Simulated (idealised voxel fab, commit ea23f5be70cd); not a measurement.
The following is a process module called voxel tone inversion.
It is cross-section cut that appears here, measuring 230 nm in width, its square cells being 5 nm in size.
Reading order for cross-sections: top band down to bottom band. Underlying form: a grid of square cells. Band size: one or more rows of cells.
First you get the band's top height and its bottom height, in nm, and then the materials it's made of, left to right, with each width in nm. If you see a single material with "edge to edge", that one covers the band edge to edge. "air" is empty space.
Heights are expressed relative to 0, this being the level below which the as-received wafer comprises one material exclusively. The lowest band is unbounded in the downward direction and is denoted as in "top 0, no bottom".
A two-number width, for instance "30 to 40", indicates that the width is equal to the first number in the top row of the band and to the second number in the bottom row, and that it changes by a constant amount per row of cells.
"changes: none" after a step means that no cell of the cross-section changed.
Reported under the label "Enclosed empty spaces" are the empty spaces having no open way to the top and comprising 8 cells or more; the notation for each is width x height at distance, in which the distance is measured from the left edge and all three values are in nm.
That trailing text on a step's line, after the settings, is the simulator's own remark on the step.
For masked steps, "overlay nm" on the step line gives how far right of plan the mask actually lay; a minus sign means it lay to the left.
Set out below are the planned steps of the process:
- 1: op RECEIVE | material Si
- 2: op CONFORMAL_DEP | material SiCN | thk nm 10
- 3: op DIRECTIONAL_DEP | material polySi | thk nm 20
- 4: op PATTERN | tone cover | mask id POSTS | material resist | width nm 20 | pitch nm 40 | thk nm 30 | overlay nm -15
- 5: op DIRECTIONAL_ETCH | etch materials polySi | depth nm 20
- 6: op STRIP | etch materials resist
- 7: op FILL_DEP | material SiO2 | thk nm 5
- 8: op CMP | height nm 30
- 9: op STRIP | etch materials polySi
- 10: op CONFORMAL_DEP | material TiN | thk nm 5
- 11: op FILL_DEP | material W | thk nm 5
- 12: op CMP | height nm 30
- 13: op CONFORMAL_DEP | material SiCN | thk nm 5
For clarity, it should be stated that the wafers under discussion commence in an identical condition and differ with respect to the overlay nm of step 4, the plan indicating the value that the first wafer had.
Cross-section of the first of several wafers as received (after step 1):
    top 0, no bottom | Si edge to edge
    Enclosed empty spaces: none
Take any row and you have a wafer at the end of the module: how many cells of each material it has gained (+) or lost (-) since it was received, and then its closed voids:
overlay nm -15, +138 SiCN, +152 SiO2, +20 TiN, +12 W, Enclosed empty spaces: none
overlay nm -10, +138 SiCN, +152 SiO2, +20 TiN, +12 W, Enclosed empty spaces: none
overlay nm -5, +138 SiCN, +152 SiO2, +20 TiN, +12 W, Enclosed empty spaces: none
overlay nm 0, +138 SiCN, +152 SiO2, +20 TiN, +12 W, Enclosed empty spaces: none
overlay nm 5, +138 SiCN, +152 SiO2, +20 TiN, +12 W, Enclosed empty spaces: none
overlay nm 10, +138 SiCN, +152 SiO2, +20 TiN, +12 W, Enclosed empty spaces: none
overlay nm 15, +138 SiCN, +152 SiO2, +20 TiN, +12 W, Enclosed empty spaces: none
